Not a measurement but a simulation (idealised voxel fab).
Title: Process Module voxel capacitor over wiring
The cross-section shown here is cut; it is 250 nm wide and divided into square cells measuring 5 nm on a side.
Cross-section format: a grid of square cells, given as bands from top to bottom; each band is one or more rows of cells.
Read a band's entry like this: the first values are the height of its top and the height of its bottom in nm, and what follows is the sequence of materials from left to right, each with its width in nm. Note that "blank" is empty space, and that a single material marked "full width" reaches across the band from edge to edge.
The reference from which all heights are counted is 0, the level beneath which the as-received wafer is entirely one material; the lowest band, having no lower bound, proceeds downward and is written after the example "from 0 down".
The width entry "30->40" should be interpreted row by row: the top row of cells in the band takes the first number, the bottom row takes the second number, and the change between adjacent rows is uniform throughout.
Key: "identical to before" - step with no changed cell in the cross-section.
Closed empty spaces (no open way to the top) of 8 cells or more are what "Sealed void inventory" lists, each as width x height at distance from the left edge, nm for all three.
That trailing text on a step's line, after the settings, is the simulator's own remark on the step.
overlay nm: for a step with a mask, the amount by which the mask lay right of where it was planned; a negative amount means left of it.
PLANNED PROCESS STEPS
1 op RECEIVE | material Si
2 op CONFORMAL_DEP | material SiO2 | thk nm 10
3 op DIRECTIONAL_DEP | material TiN | thk nm 5
4 op DIRECTIONAL_DEP | material Ru | thk nm 25
5 op PATTERN | tone cover | mask id METAL_1 | material resist | width nm 30 | pitch nm 80 | thk nm 20 | overlay nm 0
6 op DIRECTIONAL_ETCH | etch materials Ru | depth nm 25
7 op DIRECTIONAL_ETCH | etch materials TiN | depth nm 5
8 op STRIP | etch materials resist
9 op CONFORMAL_DEP | material SiN | thk nm 5
10 op FILL_DEP | material SiO2 | thk nm 10
11 op CMP | height nm 40
12 op CONFORMAL_DEP | material SiCN | thk nm 5
13 op DIRECTIONAL_DEP | material SiO2 | thk nm 15
14 op PATTERN | tone open | mask id PLUG_1 | material resist | width nm 15 | thk nm 20 | overlay nm 0
15 op DIRECTIONAL_ETCH | etch materials SiO2 | depth nm 15
16 op DIRECTIONAL_ETCH | etch materials SiCN | depth nm 5
17 op STRIP | etch materials resist
18 op CONFORMAL_DEP | material TiN | thk nm 5
19 op FILL_DEP | material Cu | thk nm 5
20 op CMP | height nm 60
21 op DIRECTIONAL_DEP | material TiN | thk nm 5
22 op DIRECTIONAL_DEP | material SiN | thk nm 5
23 op DIRECTIONAL_DEP | material TiN | thk nm 10
24 op PATTERN | tone cover | mask id UPPER_PLATE | material resist | width nm 55 | thk nm 20 | overlay nm 0
25 op DIRECTIONAL_ETCH | etch materials TiN | depth nm 10
26 op DIRECTIONAL_ETCH | etch materials SiN | depth nm 5
27 op STRIP | etch materials resist
28 op PATTERN | tone cover | mask id LOWER_PLATE | material resist | width nm 65 | thk nm 15 | overlay nm 0
29 op DIRECTIONAL_ETCH | etch materials TiN | depth nm 5
30 op STRIP | etch materials resist
31 op FILL_DEP | material SiO2 | thk nm 20
32 op CMP | height nm 95
33 op DIRECTIONAL_DEP | material aC | thk nm 15
34 op PATTERN | tone open | mask id PLUG_2 | material resist | width nm 15 | thk nm 35 | overlay nm 0
35 op DIRECTIONAL_ETCH | etch materials aC | depth nm 15
36 op STRIP | etch materials resist
37 op DIRECTIONAL_ETCH | etch materials SiO2 | depth nm 15
38 op STRIP | etch materials aC
39 op CONFORMAL_DEP | material TiN | thk nm 5
40 op FILL_DEP | material W | thk nm 10
41 op CMP | height nm 95
42 op CONFORMAL_DEP | material SiN | thk nm 5
FIRST OUT OF TWO WAFERS; RUN WENT TO PLAN
STEP 1 COMPLETE: CROSS-SECTION OF THE WAFER AS RECEIVED
* from 0 down  Si full width
* Sealed void inventory: none
UPON COMPLETION OF STEP 2, THE WAFER APPEARS IN CROSS-SECTION AS SHOWN
* from 10 to 0  SiO2 full width
* At heights below 0, the structure remains unaltered.
UPON COMPLETION OF STEP 3, THE WAFER APPEARS IN CROSS-SECTION AS SHOWN
* from 15 to 10  TiN full width
* At heights below 10, the structure remains unaltered.
UPON COMPLETION OF STEP 4, THE WAFER APPEARS IN CROSS-SECTION AS SHOWN
* from 40 to 15  Ru full width
* At heights below 15, the structure remains unaltered.
UPON COMPLETION OF STEP 5, THE WAFER APPEARS IN CROSS-SECTION AS SHOWN
* from 60 to 40  70 of blank  30 of resist  50 of blank  30 of resist  70 of blank
* At heights below 40, the structure remains unaltered.
UPON COMPLETION OF STEP 6, THE WAFER APPEARS IN CROSS-SECTION AS SHOWN
* from 60 to 40  70 of blank  30 of resist  50 of blank  30 of resist  70 of blank
* from 40 to 15  70 of blank  30 of Ru  50 of blank  30 of Ru  70 of blank
* At heights below 15, the structure remains unaltered.
UPON COMPLETION OF STEP 7, THE WAFER APPEARS IN CROSS-SECTION AS SHOWN
* from 60 to 40  70 of blank  30 of resist  50 of blank  30 of resist  70 of blank
* from 40 to 15  70 of blank  30 of Ru  50 of blank  30 of Ru  70 of blank
* from 15 to 10  70 of blank  30 of TiN  50 of blank  30 of TiN  70 of blank
* At heights below 10, the structure remains unaltered.
UPON COMPLETION OF STEP 8, THE WAFER APPEARS IN CROSS-SECTION AS SHOWN
* from 40 to 15  70 of blank  30 of Ru  50 of blank  30 of Ru  70 of blank
* At heights below 15, the structure remains unaltered.
UPON COMPLETION OF STEP 9, THE WAFER APPEARS IN CROSS-SECTION AS SHOWN
* from 45 to 40  65 of blank  40 of SiN  40 of blank  40 of SiN  65 of blank
* from 40 to 15  65 of blank  5 of SiN  30 of Ru  5 of SiN  40 of blank  5 of SiN  30 of Ru  5 of SiN  65 of blank
* from 15 to 10  70 of SiN  30 of TiN  50 of SiN  30 of TiN  70 of SiN
* At heights below 10, the structure remains unaltered.
UPON COMPLETION OF STEP 10, THE WAFER APPEARS IN CROSS-SECTION AS SHOWN
* from 55 to 45  SiO2 full width
* from 45 to 40  65 of SiO2  40 of SiN  40 of SiO2  40 of SiN  65 of SiO2
* from 40 to 15  65 of SiO2  5 of SiN  30 of Ru  5 of SiN  40 of SiO2  5 of SiN  30 of Ru  5 of SiN  65 of SiO2
* At heights below 15, the structure remains unaltered.
UPON COMPLETION OF STEP 11, THE WAFER APPEARS IN CROSS-SECTION AS SHOWN
* from 40 to 15  65 of SiO2  5 of SiN  30 of Ru  5 of SiN  40 of SiO2  5 of SiN  30 of Ru  5 of SiN  65 of SiO2
* At heights below 15, the structure remains unaltered.
UPON COMPLETION OF STEP 12, THE WAFER APPEARS IN CROSS-SECTION AS SHOWN
* from 45 to 40  SiCN full width
* At heights below 40, the structure remains unaltered.
UPON COMPLETION OF STEP 13, THE WAFER APPEARS IN CROSS-SECTION AS SHOWN
* from 60 to 45  SiO2 full width
* At heights below 45, the structure remains unaltered.
UPON COMPLETION OF STEP 14, THE WAFER APPEARS IN CROSS-SECTION AS SHOWN
* from 80 to 60  85 of resist  15 of blank  150 of resist
* At heights below 60, the structure remains unaltered.
UPON COMPLETION OF STEP 15, THE WAFER APPEARS IN CROSS-SECTION AS SHOWN
* from 80 to 60  85 of resist  15 of blank  150 of resist
* from 60 to 45  85 of SiO2  15 of blank  150 of SiO2
* At heights below 45, the structure remains unaltered.
UPON COMPLETION OF STEP 16, THE WAFER APPEARS IN CROSS-SECTION AS SHOWN
* from 80 to 60  85 of resist  15 of blank  150 of resist
* from 60 to 45  85 of SiO2  15 of blank  150 of SiO2
* from 45 to 40  85 of SiCN  15 of blank  150 of SiCN
* At heights below 40, the structure remains unaltered.
UPON COMPLETION OF STEP 17, THE WAFER APPEARS IN CROSS-SECTION AS SHOWN
* from 60 to 45  85 of SiO2  15 of blank  150 of SiO2
* At heights below 45, the structure remains unaltered.
UPON COMPLETION OF STEP 18, THE WAFER APPEARS IN CROSS-SECTION AS SHOWN
* from 65 to 60  90 of TiN  5 of blank  155 of TiN
* from 60 to 45  85 of SiO2  5 of TiN  5 of blank  5 of TiN  150 of SiO2
* from 45 to 40  85 of SiCN  15 of TiN  150 of SiCN
* At heights below 40, the structure remains unaltered.
UPON COMPLETION OF STEP 19, THE WAFER APPEARS IN CROSS-SECTION AS SHOWN
* from 70 to 65  Cu full width
* from 65 to 60  90 of TiN  5 of Cu  155 of TiN
* from 60 to 45  85 of SiO2  5 of TiN  5 of Cu  5 of TiN  150 of SiO2
* At heights below 45, the structure remains unaltered.
UPON COMPLETION OF STEP 20, THE WAFER APPEARS IN CROSS-SECTION AS SHOWN
* from 60 to 45  85 of SiO2  5 of TiN  5 of Cu  5 of TiN  150 of SiO2
* At heights below 45, the structure remains unaltered.
UPON COMPLETION OF STEP 21, THE WAFER APPEARS IN CROSS-SECTION AS SHOWN
* from 65 to 60  TiN full width
* At heights below 60, the structure remains unaltered.
UPON COMPLETION OF STEP 22, THE WAFER APPEARS IN CROSS-SECTION AS SHOWN
* from 70 to 65  SiN full width
* At heights below 65, the structure remains unaltered.
UPON COMPLETION OF STEP 23, THE WAFER APPEARS IN CROSS-SECTION AS SHOWN
* from 80 to 70  TiN full width
* At heights below 70, the structure remains unaltered.
UPON COMPLETION OF STEP 24, THE WAFER APPEARS IN CROSS-SECTION AS SHOWN
* from 100 to 80  85 of blank  55 of resist  110 of blank
* At heights below 80, the structure remains unaltered.
UPON COMPLETION OF STEP 25, THE WAFER APPEARS IN CROSS-SECTION AS SHOWN
* from 100 to 80  85 of blank  55 of resist  110 of blank
* from 80 to 70  85 of blank  55 of TiN  110 of blank
* At heights below 70, the structure remains unaltered.
UPON COMPLETION OF STEP 26, THE WAFER APPEARS IN CROSS-SECTION AS SHOWN
* from 100 to 80  85 of blank  55 of resist  110 of blank
* from 80 to 70  85 of blank  55 of TiN  110 of blank
* from 70 to 65  85 of blank  55 of SiN  110 of blank
* At heights below 65, the structure remains unaltered.
UPON COMPLETION OF STEP 27, THE WAFER APPEARS IN CROSS-SECTION AS SHOWN
* from 80 to 70  85 of blank  55 of TiN  110 of blank
* At heights below 70, the structure remains unaltered.
UPON COMPLETION OF STEP 28, THE WAFER APPEARS IN CROSS-SECTION AS SHOWN
* from 95 to 80  80 of blank  65 of resist  105 of blank
* from 80 to 70  80 of blank  5 of resist  55 of TiN  5 of resist  105 of blank
* from 70 to 65  80 of blank  5 of resist  55 of SiN  5 of resist  105 of blank
* At heights below 65, the structure remains unaltered.
UPON COMPLETION OF STEP 29, THE WAFER APPEARS IN CROSS-SECTION AS SHOWN
* from 95 to 80  80 of blank  65 of resist  105 of blank
* from 80 to 70  80 of blank  5 of resist  55 of TiN  5 of resist  105 of blank
* from 70 to 65  80 of blank  5 of resist  55 of SiN  5 of resist  105 of blank
* from 65 to 60  80 of blank  65 of TiN  105 of blank
* At heights below 60, the structure remains unaltered.
UPON COMPLETION OF STEP 30, THE WAFER APPEARS IN CROSS-SECTION AS SHOWN
* from 80 to 70  85 of blank  55 of TiN  110 of blank
* from 70 to 65  85 of blank  55 of SiN  110 of blank
* At heights below 65, the structure remains unaltered.
UPON COMPLETION OF STEP 31, THE WAFER APPEARS IN CROSS-SECTION AS SHOWN
* from 100 to 80  SiO2 full width
* from 80 to 70  85 of SiO2  55 of TiN  110 of SiO2
* from 70 to 65  85 of SiO2  55 of SiN  110 of SiO2
* from 65 to 60  80 of SiO2  65 of TiN  105 of SiO2
* At heights below 60, the structure remains unaltered.
UPON COMPLETION OF STEP 32, THE WAFER APPEARS IN CROSS-SECTION AS SHOWN
* from 95 to 80  SiO2 full width
* At heights below 80, the structure remains unaltered.
UPON COMPLETION OF STEP 33, THE WAFER APPEARS IN CROSS-SECTION AS SHOWN
* from 110 to 95  aC full width
* At heights below 95, the structure remains unaltered.
UPON COMPLETION OF STEP 34, THE WAFER APPEARS IN CROSS-SECTION AS SHOWN
* from 145 to 110  95 of resist  15 of blank  140 of resist
* At heights below 110, the structure remains unaltered.
UPON COMPLETION OF STEP 35, THE WAFER APPEARS IN CROSS-SECTION AS SHOWN
* from 130 to 110  95 of resist  15 of blank  140 of resist
* from 110 to 95  95 of aC  15 of blank  140 of aC
* At heights below 95, the structure remains unaltered.
UPON COMPLETION OF STEP 36, THE WAFER APPEARS IN CROSS-SECTION AS SHOWN
* from 110 to 95  95 of aC  15 of blank  140 of aC
* At heights below 95, the structure remains unaltered.
UPON COMPLETION OF STEP 37, THE WAFER APPEARS IN CROSS-SECTION AS SHOWN
* from 110 to 95  95 of aC  15 of blank  140 of aC
* from 95 to 80  95 of SiO2  15 of blank  140 of SiO2
* At heights below 80, the structure remains unaltered.
UPON COMPLETION OF STEP 38, THE WAFER APPEARS IN CROSS-SECTION AS SHOWN
* from 95 to 80  95 of SiO2  15 of blank  140 of SiO2
* At heights below 80, the structure remains unaltered.
UPON COMPLETION OF STEP 39, THE WAFER APPEARS IN CROSS-SECTION AS SHOWN
* from 100 to 95  100 of TiN  5 of blank  145 of TiN
* from 95 to 85  95 of SiO2  5 of TiN  5 of blank  5 of TiN  140 of SiO2
* from 85 to 80  95 of SiO2  15 of TiN  140 of SiO2
* At heights below 80, the structure remains unaltered.
UPON COMPLETION OF STEP 40, THE WAFER APPEARS IN CROSS-SECTION AS SHOWN
* from 110 to 100  W full width
* from 100 to 95  100 of TiN  5 of W  145 of TiN
* from 95 to 85  95 of SiO2  5 of TiN  5 of W  5 of TiN  140 of SiO2
* At heights below 85, the structure remains unaltered.
UPON COMPLETION OF STEP 41, THE WAFER APPEARS IN CROSS-SECTION AS SHOWN
* from 95 to 85  95 of SiO2  5 of TiN  5 of W  5 of TiN  140 of SiO2
* At heights below 85, the structure remains unaltered.
UPON COMPLETION OF STEP 42, THE WAFER APPEARS IN CROSS-SECTION AS SHOWN
* from 100 to 95  SiN full width
* At heights below 95, the structure remains unaltered.
THE SECOND WAFER: IDENTICAL TO THE FIRST AT THE OUTSET AND IN ITS PLANNED SEQUENCE, DIFFERING ONLY IN THAT ONE MISTAKE WAS MADE DURING PROCESSING; UP TO AND INCLUDING STEP 2, ITS PATH IS THE FIRST WAFER'S PATH
CROSS-SECTION, SECOND WAFER, AT THE END TIME THE PLAN GIVES FOR STEP 3
* from 35 to 10  Ru full width
* At heights below 10, the structure remains unaltered.
CROSS-SECTION, SECOND WAFER, AT THE END TIME THE PLAN GIVES FOR STEP 4
* from 40 to 35  TiN full width
* At heights below 35, the structure remains unaltered.
CROSS-SECTION, SECOND WAFER, AT THE END TIME THE PLAN GIVES FOR STEP 5
* from 60 to 40  70 of blank  30 of resist  50 of blank  30 of resist  70 of blank
* At heights below 40, the structure remains unaltered.
Cross-section, second wafer, at the end time the plan gives for step 6: identical to before
CROSS-SECTION, SECOND WAFER, AT THE END TIME THE PLAN GIVES FOR STEP 7
* from 60 to 40  70 of blank  30 of resist  50 of blank  30 of resist  70 of blank
* from 40 to 35  70 of blank  30 of TiN  50 of blank  30 of TiN  70 of blank
* At heights below 35, the structure remains unaltered.
CROSS-SECTION, SECOND WAFER, AT THE END TIME THE PLAN GIVES FOR STEP 8
* from 40 to 35  70 of blank  30 of TiN  50 of blank  30 of TiN  70 of blank
* At heights below 35, the structure remains unaltered.
CROSS-SECTION, SECOND WAFER, AT THE END TIME THE PLAN GIVES FOR STEP 9
* from 45 to 40  65 of blank  40 of SiN  40 of blank  40 of SiN  65 of blank
* from 40 to 35  70 of SiN  30 of TiN  50 of SiN  30 of TiN  70 of SiN
* At heights below 35, the structure remains unaltered.
CROSS-SECTION, SECOND WAFER, AT THE END TIME THE PLAN GIVES FOR STEP 10
* from 55 to 45  SiO2 full width
* from 45 to 40  65 of SiO2  40 of SiN  40 of SiO2  40 of SiN  65 of SiO2
* At heights below 40, the structure remains unaltered.
CROSS-SECTION, SECOND WAFER, AT THE END TIME THE PLAN GIVES FOR STEP 11
* from 40 to 35  70 of SiN  30 of TiN  50 of SiN  30 of TiN  70 of SiN
* At heights below 35, the structure remains unaltered.
CROSS-SECTION, SECOND WAFER, AT THE END TIME THE PLAN GIVES FOR STEP 12
* from 45 to 40  SiCN full width
* At heights below 40, the structure remains unaltered.
CROSS-SECTION, SECOND WAFER, AT THE END TIME THE PLAN GIVES FOR STEP 13
* from 60 to 45  SiO2 full width
* At heights below 45, the structure remains unaltered.
CROSS-SECTION, SECOND WAFER, AT THE END TIME THE PLAN GIVES FOR STEP 14
* from 80 to 60  85 of resist  15 of blank  150 of resist
* At heights below 60, the structure remains unaltered.
CROSS-SECTION, SECOND WAFER, AT THE END TIME THE PLAN GIVES FOR STEP 15
* from 80 to 60  85 of resist  15 of blank  150 of resist
* from 60 to 45  85 of SiO2  15 of blank  150 of SiO2
* At heights below 45, the structure remains unaltered.
CROSS-SECTION, SECOND WAFER, AT THE END TIME THE PLAN GIVES FOR STEP 16
* from 80 to 60  85 of resist  15 of blank  150 of resist
* from 60 to 45  85 of SiO2  15 of blank  150 of SiO2
* from 45 to 40  85 of SiCN  15 of blank  150 of SiCN
* At heights below 40, the structure remains unaltered.
CROSS-SECTION, SECOND WAFER, AT THE END TIME THE PLAN GIVES FOR STEP 17
* from 60 to 45  85 of SiO2  15 of blank  150 of SiO2
* At heights below 45, the structure remains unaltered.
CROSS-SECTION, SECOND WAFER, AT THE END TIME THE PLAN GIVES FOR STEP 18
* from 65 to 60  90 of TiN  5 of blank  155 of TiN
* from 60 to 45  85 of SiO2  5 of TiN  5 of blank  5 of TiN  150 of SiO2
* from 45 to 40  85 of SiCN  15 of TiN  150 of SiCN
* At heights below 40, the structure remains unaltered.
CROSS-SECTION, SECOND WAFER, AT THE END TIME THE PLAN GIVES FOR STEP 19
* from 70 to 65  Cu full width
* from 65 to 60  90 of TiN  5 of Cu  155 of TiN
* from 60 to 45  85 of SiO2  5 of TiN  5 of Cu  5 of TiN  150 of SiO2
* At heights below 45, the structure remains unaltered.
CROSS-SECTION, SECOND WAFER, AT THE END TIME THE PLAN GIVES FOR STEP 20
* from 60 to 45  85 of SiO2  5 of TiN  5 of Cu  5 of TiN  150 of SiO2
* At heights below 45, the structure remains unaltered.
CROSS-SECTION, SECOND WAFER, AT THE END TIME THE PLAN GIVES FOR STEP 21
* from 65 to 60  TiN full width
* At heights below 60, the structure remains unaltered.
CROSS-SECTION, SECOND WAFER, AT THE END TIME THE PLAN GIVES FOR STEP 22
* from 70 to 65  SiN full width
* At heights below 65, the structure remains unaltered.
CROSS-SECTION, SECOND WAFER, AT THE END TIME THE PLAN GIVES FOR STEP 23
* from 80 to 70  TiN full width
* At heights below 70, the structure remains unaltered.
CROSS-SECTION, SECOND WAFER, AT THE END TIME THE PLAN GIVES FOR STEP 24
* from 100 to 80  85 of blank  55 of resist  110 of blank
* At heights below 80, the structure remains unaltered.
CROSS-SECTION, SECOND WAFER, AT THE END TIME THE PLAN GIVES FOR STEP 25
* from 100 to 80  85 of blank  55 of resist  110 of blank
* from 80 to 70  85 of blank  55 of TiN  110 of blank
* At heights below 70, the structure remains unaltered.
CROSS-SECTION, SECOND WAFER, AT THE END TIME THE PLAN GIVES FOR STEP 26
* from 100 to 80  85 of blank  55 of resist  110 of blank
* from 80 to 70  85 of blank  55 of TiN  110 of blank
* from 70 to 65  85 of blank  55 of SiN  110 of blank
* At heights below 65, the structure remains unaltered.
CROSS-SECTION, SECOND WAFER, AT THE END TIME THE PLAN GIVES FOR STEP 27
* from 80 to 70  85 of blank  55 of TiN  110 of blank
* At heights below 70, the structure remains unaltered.
CROSS-SECTION, SECOND WAFER, AT THE END TIME THE PLAN GIVES FOR STEP 28
* from 95 to 80  80 of blank  65 of resist  105 of blank
* from 80 to 70  80 of blank  5 of resist  55 of TiN  5 of resist  105 of blank
* from 70 to 65  80 of blank  5 of resist  55 of SiN  5 of resist  105 of blank
* At heights below 65, the structure remains unaltered.
CROSS-SECTION, SECOND WAFER, AT THE END TIME THE PLAN GIVES FOR STEP 29
* from 95 to 80  80 of blank  65 of resist  105 of blank
* from 80 to 70  80 of blank  5 of resist  55 of TiN  5 of resist  105 of blank
* from 70 to 65  80 of blank  5 of resist  55 of SiN  5 of resist  105 of blank
* from 65 to 60  80 of blank  65 of TiN  105 of blank
* At heights below 60, the structure remains unaltered.
CROSS-SECTION, SECOND WAFER, AT THE END TIME THE PLAN GIVES FOR STEP 30
* from 80 to 70  85 of blank  55 of TiN  110 of blank
* from 70 to 65  85 of blank  55 of SiN  110 of blank
* At heights below 65, the structure remains unaltered.
CROSS-SECTION, SECOND WAFER, AT THE END TIME THE PLAN GIVES FOR STEP 31
* from 100 to 80  SiO2 full width
* from 80 to 70  85 of SiO2  55 of TiN  110 of SiO2
* from 70 to 65  85 of SiO2  55 of SiN  110 of SiO2
* from 65 to 60  80 of SiO2  65 of TiN  105 of SiO2
* At heights below 60, the structure remains unaltered.
CROSS-SECTION, SECOND WAFER, AT THE END TIME THE PLAN GIVES FOR STEP 32
* from 95 to 80  SiO2 full width
* At heights below 80, the structure remains unaltered.
CROSS-SECTION, SECOND WAFER, AT THE END TIME THE PLAN GIVES FOR STEP 33
* from 110 to 95  aC full width
* At heights below 95, the structure remains unaltered.
CROSS-SECTION, SECOND WAFER, AT THE END TIME THE PLAN GIVES FOR STEP 34
* from 145 to 110  95 of resist  15 of blank  140 of resist
* At heights below 110, the structure remains unaltered.
CROSS-SECTION, SECOND WAFER, AT THE END TIME THE PLAN GIVES FOR STEP 35
* from 130 to 110  95 of resist  15 of blank  140 of resist
* from 110 to 95  95 of aC  15 of blank  140 of aC
* At heights below 95, the structure remains unaltered.
CROSS-SECTION, SECOND WAFER, AT THE END TIME THE PLAN GIVES FOR STEP 36
* from 110 to 95  95 of aC  15 of blank  140 of aC
* At heights below 95, the structure remains unaltered.
CROSS-SECTION, SECOND WAFER, AT THE END TIME THE PLAN GIVES FOR STEP 37
* from 110 to 95  95 of aC  15 of blank  140 of aC
* from 95 to 80  95 of SiO2  15 of blank  140 of SiO2
* At heights below 80, the structure remains unaltered.
CROSS-SECTION, SECOND WAFER, AT THE END TIME THE PLAN GIVES FOR STEP 38
* from 95 to 80  95 of SiO2  15 of blank  140 of SiO2
* At heights below 80, the structure remains unaltered.
CROSS-SECTION, SECOND WAFER, AT THE END TIME THE PLAN GIVES FOR STEP 39
* from 100 to 95  100 of TiN  5 of blank  145 of TiN
* from 95 to 85  95 of SiO2  5 of TiN  5 of blank  5 of TiN  140 of SiO2
* from 85 to 80  95 of SiO2  15 of TiN  140 of SiO2
* At heights below 80, the structure remains unaltered.
CROSS-SECTION, SECOND WAFER, AT THE END TIME THE PLAN GIVES FOR STEP 40
* from 110 to 100  W full width
* from 100 to 95  100 of TiN  5 of W  145 of TiN
* from 95 to 85  95 of SiO2  5 of TiN  5 of W  5 of TiN  140 of SiO2
* At heights below 85, the structure remains unaltered.
CROSS-SECTION, SECOND WAFER, AT THE END TIME THE PLAN GIVES FOR STEP 41
* from 95 to 85  95 of SiO2  5 of TiN  5 of W  5 of TiN  140 of SiO2
* At heights below 85, the structure remains unaltered.
CROSS-SECTION, SECOND WAFER, AT THE END TIME THE PLAN GIVES FOR STEP 42
* from 100 to 95  SiN full width
* At heights below 95, the structure remains unaltered.
Short version of what went wrong: the processing plan was not followed for steps 3 and 4, which were run with their positions exchanged
Count the cells at the end and the second wafer has more or fewer of some materials than the first: Ru: 190 more, SiN: 20 fewer, SiO2: 170 fewer
